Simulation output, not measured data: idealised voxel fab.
Documented hereafter: the process module known as voxel self aligned contacts.
The cross-section on display is named cut; it measures 220 nm wide, and its cells are 5 nm squares.
Square cells in a grid make up a cross-section in this document, and the grid is given as bands, listed from the top down, each one or more rows of cells. First you get the band's top height and its bottom height, in nm, and then the materials it's made of, left to right, with each width in nm. If you see a single material with "edge to edge", that one covers the band edge to edge. "blank" is empty space. It should be noted that heights are counted from 0, beneath which the wafer as supplied is of one material throughout, and that the lowest band possesses no lower boundary but continues downward, as written in "0 and below". Graded width ("30 to 40"): value in top row of band = first number; value in bottom row = second number; row-to-row change constant. Take "no change occurred" at face value: in the step it is given for, the cross-section changed in none of its cells. Entry "closed voids" = empty spaces >= 8 cells with no open way to the top; each as width x height at distance, distance from left edge, all nm. Read whatever lies past the settings on a step's line as the simulator's own remark about the step. The optional step-line setting "overlay nm" applies to steps with a mask and quantifies how far to the right of its planned location the mask lay, a negative value indicating leftward placement.

### Below is the list of planned process steps
- 1: RECEIVE, material Si
- 2: OXIDIZE, depth nm 5
- 3: DIRECTIONAL_DEP, material polySi, thk nm 30
- 4: DIRECTIONAL_DEP, material SiN, thk nm 25
- 5: PATTERN, tone cover, mask id GATE, material resist, width nm 30, pitch nm 70, thk nm 15, overlay nm 0
- 6: DIRECTIONAL_ETCH, etch materials SiN, depth nm 25
- 7: DIRECTIONAL_ETCH, etch materials polySi, depth nm 30
- 8: STRIP, etch materials resist
- 9: CONFORMAL_DEP, material SiN, thk nm 10
- 10: DIRECTIONAL_ETCH, etch materials SiN, depth nm 10
- 11: FILL_DEP, material SiO2, thk nm 15
- 12: CMP, height nm 60
- 13: PATTERN, tone open, mask id CONTACT, material resist, width nm 50, pitch nm 70, thk nm 15, overlay nm 0
- 14: DIRECTIONAL_ETCH, etch materials SiO2, depth nm 65
- 15: STRIP, etch materials resist
- 16: CONFORMAL_DEP, material TiN, thk nm 5
- 17: FILL_DEP, material W, thk nm 10
- 18: CMP, height nm 60
- 19: CONFORMAL_DEP, material SiN, thk nm 5

### Wafer, first of two, run as planned

### Cross-section of the wafer upon arrival, representing the state reached after step 1
	0 and below | Si edge to edge
	closed voids: none

### Step 2 done - wafer cross-section
	0 down to -5 | SiO2 edge to edge
	Lower than -5, everything is as it was.

### Step 3 done - wafer cross-section
	30 down to 0 | polySi edge to edge
	Lower than 0, everything is as it was.

### Step 4 done - wafer cross-section
	55 down to 30 | SiN edge to edge
	Lower than 30, everything is as it was.

### Step 5 done - wafer cross-section
	70 down to 55 | 25 nm blank | 30 nm resist | 40 nm blank | 30 nm resist | 40 nm blank | 30 nm resist | 25 nm blank
	Lower than 55, everything is as it was.

### Step 6 done - wafer cross-section
	70 down to 55 | 25 nm blank | 30 nm resist | 40 nm blank | 30 nm resist | 40 nm blank | 30 nm resist | 25 nm blank
	55 down to 30 | 25 nm blank | 30 nm SiN | 40 nm blank | 30 nm SiN | 40 nm blank | 30 nm SiN | 25 nm blank
	Lower than 30, everything is as it was.

### Step 7 done - wafer cross-section
	70 down to 55 | 25 nm blank | 30 nm resist | 40 nm blank | 30 nm resist | 40 nm blank | 30 nm resist | 25 nm blank
	55 down to 30 | 25 nm blank | 30 nm SiN | 40 nm blank | 30 nm SiN | 40 nm blank | 30 nm SiN | 25 nm blank
	30 down to 0 | 25 nm blank | 30 nm polySi | 40 nm blank | 30 nm polySi | 40 nm blank | 30 nm polySi | 25 nm blank
	Lower than 0, everything is as it was.

### Step 8 done - wafer cross-section
	55 down to 30 | 25 nm blank | 30 nm SiN | 40 nm blank | 30 nm SiN | 40 nm blank | 30 nm SiN | 25 nm blank
	Lower than 30, everything is as it was.

### Step 9 done - wafer cross-section
	65 down to 30 | 15 nm blank | 50 nm SiN | 20 nm blank | 50 nm SiN | 20 nm blank | 50 nm SiN | 15 nm blank
	30 down to 10 | 15 nm blank | 10 nm SiN | 30 nm polySi | 10 nm SiN | 20 nm blank | 10 nm SiN | 30 nm polySi | 10 nm SiN | 20 nm blank | 10 nm SiN | 30 nm polySi | 10 nm SiN | 15 nm blank
	10 down to 0 | 25 nm SiN | 30 nm polySi | 40 nm SiN | 30 nm polySi | 40 nm SiN | 30 nm polySi | 25 nm SiN
	Lower than 0, everything is as it was.

### Step 10 done - wafer cross-section
	55 down to 30 | 15 nm blank | 50 nm SiN | 20 nm blank | 50 nm SiN | 20 nm blank | 50 nm SiN | 15 nm blank
	30 down to 0 | 15 nm blank | 10 nm SiN | 30 nm polySi | 10 nm SiN | 20 nm blank | 10 nm SiN | 30 nm polySi | 10 nm SiN | 20 nm blank | 10 nm SiN | 30 nm polySi | 10 nm SiN | 15 nm blank
	Lower than 0, everything is as it was.

### Step 11 done - wafer cross-section
	70 down to 55 | SiO2 edge to edge
	55 down to 30 | 15 nm SiO2 | 50 nm SiN | 20 nm SiO2 | 50 nm SiN | 20 nm SiO2 | 50 nm SiN | 15 nm SiO2
	30 down to 0 | 15 nm SiO2 | 10 nm SiN | 30 nm polySi | 10 nm SiN | 20 nm SiO2 | 10 nm SiN | 30 nm polySi | 10 nm SiN | 20 nm SiO2 | 10 nm SiN | 30 nm polySi | 10 nm SiN | 15 nm SiO2
	Lower than 0, everything is as it was.

### Step 12 done - wafer cross-section
	60 down to 55 | SiO2 edge to edge
	Lower than 55, everything is as it was.

### Step 13 done - wafer cross-section
	75 down to 60 | 50 nm resist | 50 nm blank | 20 nm resist | 50 nm blank | 50 nm resist
	Lower than 60, everything is as it was.

### Step 14 done - wafer cross-section
	75 down to 60 | 50 nm resist | 50 nm blank | 20 nm resist | 50 nm blank | 50 nm resist
	60 down to 55 | 50 nm SiO2 | 50 nm blank | 20 nm SiO2 | 50 nm blank | 50 nm SiO2
	55 down to 30 | 15 nm SiO2 | 50 nm SiN | 20 nm blank | 50 nm SiN | 20 nm blank | 50 nm SiN | 15 nm SiO2
	30 down to 0 | 15 nm SiO2 | 10 nm SiN | 30 nm polySi | 10 nm SiN | 20 nm blank | 10 nm SiN | 30 nm polySi | 10 nm SiN | 20 nm blank | 10 nm SiN | 30 nm polySi | 10 nm SiN | 15 nm SiO2
	0 down to -5 | 65 nm SiO2 | 20 nm blank | 50 nm SiO2 | 20 nm blank | 65 nm SiO2
	Lower than -5, everything is as it was.

### Step 15 done - wafer cross-section
	60 down to 55 | 50 nm SiO2 | 50 nm blank | 20 nm SiO2 | 50 nm blank | 50 nm SiO2
	Lower than 55, everything is as it was.

### Step 16 done - wafer cross-section
	65 down to 60 | 55 nm TiN | 40 nm blank | 30 nm TiN | 40 nm blank | 55 nm TiN
	60 down to 55 | 50 nm SiO2 | 20 nm TiN | 10 nm blank | 20 nm TiN | 20 nm SiO2 | 20 nm TiN | 10 nm blank | 20 nm TiN | 50 nm SiO2
	55 down to 30 | 15 nm SiO2 | 50 nm SiN | 5 nm TiN | 10 nm blank | 5 nm TiN | 50 nm SiN | 5 nm TiN | 10 nm blank | 5 nm TiN | 50 nm SiN | 15 nm SiO2
	30 down to 0 | 15 nm SiO2 | 10 nm SiN | 30 nm polySi | 10 nm SiN | 5 nm TiN | 10 nm blank | 5 nm TiN | 10 nm SiN | 30 nm polySi | 10 nm SiN | 5 nm TiN | 10 nm blank | 5 nm TiN | 10 nm SiN | 30 nm polySi | 10 nm SiN | 15 nm SiO2
	0 down to -5 | 65 nm SiO2 | 20 nm TiN | 50 nm SiO2 | 20 nm TiN | 65 nm SiO2
	Lower than -5, everything is as it was.

### Step 17 done - wafer cross-section
	75 down to 65 | W edge to edge
	65 down to 60 | 55 nm TiN | 40 nm W | 30 nm TiN | 40 nm W | 55 nm TiN
	60 down to 55 | 50 nm SiO2 | 20 nm TiN | 10 nm W | 20 nm TiN | 20 nm SiO2 | 20 nm TiN | 10 nm W | 20 nm TiN | 50 nm SiO2
	55 down to 30 | 15 nm SiO2 | 50 nm SiN | 5 nm TiN | 10 nm W | 5 nm TiN | 50 nm SiN | 5 nm TiN | 10 nm W | 5 nm TiN | 50 nm SiN | 15 nm SiO2
	30 down to 0 | 15 nm SiO2 | 10 nm SiN | 30 nm polySi | 10 nm SiN | 5 nm TiN | 10 nm W | 5 nm TiN | 10 nm SiN | 30 nm polySi | 10 nm SiN | 5 nm TiN | 10 nm W | 5 nm TiN | 10 nm SiN | 30 nm polySi | 10 nm SiN | 15 nm SiO2
	Lower than 0, everything is as it was.

### Step 18 done - wafer cross-section
	60 down to 55 | 50 nm SiO2 | 20 nm TiN | 10 nm W | 20 nm TiN | 20 nm SiO2 | 20 nm TiN | 10 nm W | 20 nm TiN | 50 nm SiO2
	Lower than 55, everything is as it was.

### Step 19 done - wafer cross-section
	65 down to 60 | SiN edge to edge
	Lower than 60, everything is as it was.

### Wafer two of two - same starting point, same process plan, one mistake in execution; matches wafer one up to and including step 17

Second wafer: cross-section at the scheduled end of step 18: no change occurred

### Second wafer: cross-section at the scheduled end of step 19
	80 down to 75 | SiN edge to edge
	Lower than 75, everything is as it was.
Finding, execution versus plan: step 18 of the plan: omitted, not performed
Final tally in cells, some materials are higher or lower on the second wafer than on the first: TiN: 28 more | W: 104 more
